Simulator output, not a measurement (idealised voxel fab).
This section sets out a process module, namely voxel local oxidation.
Square cells of 5 nm make up the cross-section cut, whose width is 270 nm.
Heads up, the way a cross-section reads in here is a grid of square cells, handed over as bands from the top down, with every band being one or more rows of cells.
Per band: top height and bottom height in nm, followed by the left-to-right materials and their widths in nm; "edge to edge" marks a single material spanning edge to edge, "air" marks empty space.
The level at which height equals 0 is the one under which the wafer, as it arrives, is entirely one material. No lower edge exists for the bottom band, which continues downward and is notated as in "z 0 and below".
It should be noted that a width expressed as "30 to 40" varies in equal increments from row to row of cells within the band, taking the value of the first number at the top row and that of the second number at the bottom row.
Any step labelled "same as before" changed none of the cells in the cross-section.
Voids not open to the top, 8 cells minimum: see "Enclosed voids". Written width x height at distance; distance is from the left edge; nm.
Whatever follows a step's settings on its line is a remark the simulator itself makes about that step.
A step line may carry the setting "overlay nm", which, for steps involving a mask, states the distance by which the mask lay to the right of its intended position; negative values denote displacement to the left.

The planned process steps are enumerated hereunder:
1 RECEIVE, material Si
2 CONFORMAL_DEP, material SiO2, thk nm 5
3 CONFORMAL_DEP, material SiN, thk nm 15
4 PATTERN, tone cover, mask id ACTIVE, material resist, width nm 100, thk nm 20, overlay nm 0
5 DIRECTIONAL_ETCH, etch materials SiN, depth nm 15
6 STRIP, etch materials resist
7 SELECTIVE_ETCH, etch materials SiO2, depth nm 5
8 OXIDIZE, depth nm 10
9 STRIP, etch materials SiN

Account of the first of two wafers, which was processed as intended:

Wafer cross-section on receipt, i.e. after step 1:
> z 0 and below: Si edge to edge
> Enclosed voids: none

Cross-section of the wafer after step 2:
> z 5 to 0: SiO2 edge to edge
> Below 0, the layers are the same as they were.

Cross-section of the wafer after step 3:
> z 20 to 5: SiN edge to edge
> Below 5, the layers are the same as they were.

Cross-section of the wafer after step 4:
> z 40 to 20: 85 nm air, 100 nm resist, 85 nm air
> Below 20, the layers are the same as they were.

Cross-section of the wafer after step 5:
> z 40 to 20: 85 nm air, 100 nm resist, 85 nm air
> z 20 to 5: 85 nm air, 100 nm SiN, 85 nm air
> Below 5, the layers are the same as they were.

Cross-section of the wafer after step 6:
> z 20 to 5: 85 nm air, 100 nm SiN, 85 nm air
> Below 5, the layers are the same as they were.

Cross-section of the wafer after step 7:
> z 20 to 5: 85 nm air, 100 nm SiN, 85 nm air
> z 5 to 0: 90 nm air, 90 nm SiO2, 90 nm air
> Below 0, the layers are the same as they were.

Cross-section of the wafer after step 8:
> z 20 to 5: 85 nm air, 100 nm SiN, 85 nm air
> z 5 to 0: 90 nm air, 90 nm SiO2, 90 nm air
> z 0 to -10: 100 nm SiO2, 70 nm Si, 100 nm SiO2
> Below -10, the layers are the same as they were.

Cross-section of the wafer after step 9:
> z 5 to 0: 90 nm air, 90 nm SiO2, 90 nm air
> Below 0, the layers are the same as they were.

It is to be noted that the second wafer proceeded from the same initial state and according to the same plan as the first, although one mistake was committed in its execution; through step 5, inclusive, the two wafers share an identical history:

Second wafer shown in cross-section at the time step 6 was slated to end:
> z 40 to 20: 85 nm air, 100 nm resist, 85 nm air
> z 20 to 5: 85 nm air, 100 nm SiN, 85 nm air
> z 5 to 0: 90 nm air, 90 nm SiO2, 90 nm air
> Below 0, the layers are the same as they were.

Second wafer shown in cross-section at the time step 7 was slated to end:
> z 20 to 5: 85 nm air, 100 nm SiN, 85 nm air
> Below 5, the layers are the same as they were.

Second wafer shown in cross-section at the time step 8 was slated to end:
> z 20 to 5: 85 nm air, 100 nm SiN, 85 nm air
> z 5 to 0: 90 nm air, 90 nm SiO2, 90 nm air
> z 0 to -10: 100 nm SiO2, 70 nm Si, 100 nm SiO2
> Below -10, the layers are the same as they were.

Second wafer shown in cross-section at the time step 9 was slated to end:
> z 5 to 0: 90 nm air, 90 nm SiO2, 90 nm air
> Below 0, the layers are the same as they were.
What broke from the plan during processing? order of steps 6 and 7 inverted relative to the plan
Same final cross-section on the two wafers, so the model's numbers don't move because of the mistake.
